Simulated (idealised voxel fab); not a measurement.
The document below concerns the process module designated voxel self aligned contacts.
The cross-section on display is named cut; it measures 170 nm wide, and its cells are 5 nm squares.
Cross-section layout: square cells on a grid; listed as bands, top to bottom; a band spans one or more cell rows. What a band's entry tells you: where the top is and where the bottom is, as heights in nm, and after that what lies inside, material by material from left to right, each with its width in nm. Empty space is written as the word "blank", and a single material marked with the word "edge to edge" occupies the band from edge to edge. Height 0 is the level under which the wafer as received is all one material. The lowest band goes on downwards, as in "0 down". The notation "30..40" denotes a width that varies across the rows of cells in the band, beginning at the first number in the top row, finishing at the second number in the bottom row, and changing by an identical amount from each row to the next. Reading "no alterations made" for a step: not a cell of the cross-section changed in it. The entry "Voids, fully enclosed" lists the empty spaces that cover at least 8 cells and have no open path to the top. Each is written as width x height at distance, where the distance is measured from the left edge and all three values are in nm. On each step's line, the part that comes after the settings is the simulator's own comment on the step. overlay nm: step with mask; distance mask lay right of planned place; negative value = left of planned place.
Process steps - plan
- 1: RECEIVE,material Si
- 2: OXIDIZE,depth nm 5
- 3: DIRECTIONAL_DEP,material polySi,thk nm 30
- 4: DIRECTIONAL_DEP,material SiN,thk nm 25
- 5: DIRECTIONAL_DEP,material aC,thk nm 15
- 6: PATTERN,tone cover,mask id GATE,material resist,width nm 30,pitch nm 75,thk nm 35,overlay nm 0
- 7: DIRECTIONAL_ETCH,etch materials aC,depth nm 15
- 8: STRIP,etch materials resist
- 9: DIRECTIONAL_ETCH,etch materials SiN,depth nm 25
- 10: DIRECTIONAL_ETCH,etch materials polySi,depth nm 30
- 11: STRIP,etch materials aC
- 12: CONFORMAL_DEP,material SiN,thk nm 10
- 13: DIRECTIONAL_ETCH,etch materials SiN,depth nm 10
- 14: FILL_DEP,material SiO2,thk nm 15
- 15: CMP,height nm 60
- 16: MASKED_ETCH,tone open,mask id CONTACT,width nm 45,etch materials SiO2,depth nm 65,overlay nm 0
- 17: CONFORMAL_DEP,material TiN,thk nm 5
- 18: FILL_DEP,material W,thk nm 5
- 19: CMP,height nm 60
- 20: CONFORMAL_DEP,material SiN,thk nm 5
The width nm used in step 16 is not the same on every wafer, whereas the starting condition is; the value printed in the plan is the first wafer's.
Step 1 complete: as-received cross-section of the first of several wafers
- 0 down | Si edge to edge
- Voids, fully enclosed: none
The figure below presents a cross-section of the first of several wafers at the conclusion of the module, following its last step, step 20
- 65 to 60 | SiN edge to edge
- 60 to 55 | SiO2 60  TiN 15  W 15  TiN 15  SiO2 65
- 55 to 30 | SiO2 20  SiN 50  TiN 5  W 15  TiN 5  SiN 50  SiO2 25
- 30 to 0 | SiO2 20  SiN 10  polySi 30  SiN 10  TiN 5  W 15  TiN 5  SiN 10  polySi 30  SiN 10  SiO2 25
- 0 to -5 | SiO2 70  TiN 25  SiO2 75
- -5 down | Si edge to edge
- Voids, fully enclosed: none
Final wafer cross-section at module end
- 65 to 60 | SiN edge to edge
- 60 to 55 | SiO2 50  TiN 25  W 15  TiN 30  SiO2 50
- 55 to 30 | SiO2 20  SiN 50  TiN 5  W 15  TiN 5  SiN 50  SiO2 25
- 30 to 0 | SiO2 20  SiN 10  polySi 30  SiN 10  TiN 5  W 15  TiN 5  SiN 10  polySi 30  SiN 10  SiO2 25
- 0 to -5 | SiO2 70  TiN 25  SiO2 75
- -5 down | Si edge to edge
- Voids, fully enclosed: none
Where each wafer stands at the end of the module, a row apiece: cells of each material gained (+) or lost (-) since it was received, then closed voids
width nm 45; -34 Si; +182 SiN; +153 SiO2; +33 TiN; +36 W; +72 polySi; Voids, fully enclosed: none
width nm 50; -34 Si; +182 SiN; +152 SiO2; +34 TiN; +36 W; +72 polySi; Voids, fully enclosed: none
width nm 55; -34 Si; +182 SiN; +151 SiO2; +35 TiN; +36 W; +72 polySi; Voids, fully enclosed: none
width nm 60; -34 Si; +182 SiN; +150 SiO2; +36 TiN; +36 W; +72 polySi; Voids, fully enclosed: none
width nm 65; -34 Si; +182 SiN; +149 SiO2; +37 TiN; +36 W; +72 polySi; Voids, fully enclosed: none
width nm 70; -34 Si; +182 SiN; +148 SiO2; +38 TiN; +36 W; +72 polySi; Voids, fully enclosed: none
